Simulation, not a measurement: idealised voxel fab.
voxel wiring stack: a process module
The cross-section on display is named cut; it measures 250 nm wide, and its cells are 5 nm squares.
In what follows, cross-sections appear as grids of square cells, described through bands that run from the top down, where every band is one or more rows of cells.
Look at the band entry: it leads with the top's height and the bottom's height in nm. Then it lists the materials left to right, with a width in nm for each. The word "all across" on a single material says that material fills the band edge to edge. The word "empty" is empty space.
Beneath 0, the wafer as received is one material, and that level is where height counting begins. The lowest band goes on downward without a bottom; it is written like "0 and below".
Graded width ("30 to 40"): value in top row of band = first number; value in bottom row = second number; row-to-row change constant.
Take "remained the same" at face value: in the step it is given for, the cross-section changed in none of its cells.
What "Cavities, sealed" gives you is every empty space of 8 cells or more that is cut off from the top. Each appears as width x height at distance, with the distance taken from the left edge and width, height and distance all in nm.
Text after the settings on a step's line: the simulator's own remark on that step.
overlay nm: on a step with a mask, how far right of its planned place the mask lay; negative means left.

-- These are the steps we planned for the process
| 1 | RECEIVE: material Si |
| 2 | CONFORMAL_DEP: material SiO2, thk nm 10 |
| 3 | CONFORMAL_DEP: material SiN, thk nm 5 |
| 4 | DIRECTIONAL_DEP: material SiO2, thk nm 20 |
| 5 | DIRECTIONAL_DEP: material aC, thk nm 10 |
| 6 | PATTERN: tone open, mask id METAL_1, material resist, width nm 20, pitch nm 40, thk nm 25, overlay nm 0 |
| 7 | DIRECTIONAL_ETCH: etch materials aC, depth nm 10 |
| 8 | STRIP: etch materials resist |
| 9 | DIRECTIONAL_ETCH: etch materials SiO2, depth nm 20 |
| 10 | DIRECTIONAL_ETCH: etch materials SiN, depth nm 5 |
| 11 | STRIP: etch materials aC |
| 12 | CONFORMAL_DEP: material TiN, thk nm 5 |
| 13 | FILL_DEP: material Cu, thk nm 5 |
| 14 | CMP: height nm 35 |
| 15 | CONFORMAL_DEP: material SiCN, thk nm 5 |
| 16 | DIRECTIONAL_DEP: material lowk, thk nm 30 |
| 17 | MASKED_ETCH: tone open, mask id METAL_2, width nm 20, pitch nm 40, etch materials lowk, depth nm 20, overlay nm -15 |
| 18 | PATTERN: tone open, mask id METAL_2_HOLES, material resist, width nm 15, pitch nm 40, thk nm 20, overlay nm 0 |
| 19 | DIRECTIONAL_ETCH: etch materials lowk, depth nm 10 |
| 20 | DIRECTIONAL_ETCH: etch materials SiCN, depth nm 5 |
| 21 | STRIP: etch materials resist |
| 22 | CONFORMAL_DEP: material TiN, thk nm 5 |
| 23 | FILL_DEP: material Cu, thk nm 10 |
| 24 | CMP: height nm 70 |
| 25 | CONFORMAL_DEP: material SiCN, thk nm 5 |
| 26 | DIRECTIONAL_DEP: material lowk, thk nm 10 |
| 27 | DIRECTIONAL_DEP: material aC, thk nm 15 |
| 28 | PATTERN: tone open, mask id PLUG_2, material resist, width nm 15, thk nm 35, overlay nm 0 |
| 29 | DIRECTIONAL_ETCH: etch materials aC, depth nm 15 |
| 30 | STRIP: etch materials resist |
| 31 | DIRECTIONAL_ETCH: etch materials lowk, depth nm 10 |
| 32 | DIRECTIONAL_ETCH: etch materials SiCN, depth nm 5 |
| 33 | STRIP: etch materials aC |
| 34 | EPI: material Ru, thk nm 10 |
| 35 | EPI: material Ru, thk nm 5 |
| 36 | CONFORMAL_DEP: material SiCN, thk nm 5 |
| 37 | DIRECTIONAL_DEP: material lowk, thk nm 20 |
| 38 | PATTERN: tone open, mask id METAL_3, material resist, width nm 20, pitch nm 40, thk nm 15, overlay nm 0 |
| 39 | DIRECTIONAL_ETCH: etch materials lowk, depth nm 20 |
| 40 | DIRECTIONAL_ETCH: etch materials SiCN, depth nm 5 |
| 41 | STRIP: etch materials resist |
| 42 | CONFORMAL_DEP: material TiN, thk nm 5 |
| 43 | FILL_DEP: material Cu, thk nm 5 |
| 44 | CMP: height nm 110 |
| 45 | EPI: material Ru, thk nm 5 |
| 46 | FILL_DEP: material SiCN, thk nm 5 |
| 47 | DIRECTIONAL_DEP: material SiO2, thk nm 10 |
| 48 | DIRECTIONAL_DEP: material aC, thk nm 10 |
| 49 | PATTERN: tone open, mask id PLUG_3, material resist, width nm 15, pitch nm 40, thk nm 30, overlay nm 0 |
| 50 | DIRECTIONAL_ETCH: etch materials aC, depth nm 10 |
| 51 | STRIP: etch materials resist |
| 52 | DIRECTIONAL_ETCH: etch materials SiO2, depth nm 10 |
| 53 | DIRECTIONAL_ETCH: etch materials SiCN, depth nm 5 |
| 54 | STRIP: etch materials aC |
| 55 | EPI: material Ru, thk nm 10 |
| 56 | EPI: material Ru, thk nm 5 |
| 57 | CONFORMAL_DEP: material SiN, thk nm 5 |
| 58 | DIRECTIONAL_DEP: material SiO2, thk nm 15 |
| 59 | MASKED_ETCH: tone open, mask id METAL_4, width nm 20, pitch nm 40, etch materials SiO2, depth nm 15, overlay nm 0 |
| 60 | MASKED_ETCH: tone open, mask id METAL_4, width nm 20, pitch nm 40, etch materials SiN, depth nm 5, overlay nm 0 |
| 61 | CONFORMAL_DEP: material TiN, thk nm 5 |
| 62 | FILL_DEP: material W, thk nm 10 |
| 63 | CMP: height nm 150 |
| 64 | EPI: material Ru, thk nm 5 |
| 65 | FILL_DEP: material SiCN, thk nm 5 |
Across this set of wafers, the varied parameter is the overlay nm of step 17. Starting conditions are identical for every wafer, and the plan reports the value assigned to the first wafer.

-- Here's the first of the wafers in cross-section, just as we got it, i.e. after step 1
- 0 and below  Si all across
- Cavities, sealed: none

-- Below, a row for every wafer. Read it as the end-of-module picture: for each material the wafer shows its cells gained (+) or lost (-) since it was received, and then its closed voids
overlay nm -15, +48 Cu, +51 Ru, +307 SiCN, +84 SiN, +482 SiO2, +98 TiN, +12 W, +518 lowk, Cavities, sealed: none
overlay nm -10, +46 Cu, +51 Ru, +305 SiCN, +84 SiN, +482 SiO2, +102 TiN, +12 W, +518 lowk, Cavities, sealed: none
overlay nm -5, +50 Cu, +51 Ru, +303 SiCN, +84 SiN, +482 SiO2, +100 TiN, +12 W, +518 lowk, Cavities, sealed: none
overlay nm 0, +50 Cu, +51 Ru, +303 SiCN, +84 SiN, +482 SiO2, +100 TiN, +12 W, +518 lowk, Cavities, sealed: none
overlay nm 5, +46 Cu, +51 Ru, +305 SiCN, +84 SiN, +482 SiO2, +102 TiN, +12 W, +518 lowk, Cavities, sealed: none
overlay nm 10, +48 Cu, +51 Ru, +307 SiCN, +84 SiN, +482 SiO2, +98 TiN, +12 W, +518 lowk, Cavities, sealed: none
overlay nm 15, +50 Cu, +51 Ru, +309 SiCN, +84 SiN, +482 SiO2, +94 TiN, +12 W, +518 lowk, Cavities, sealed: none
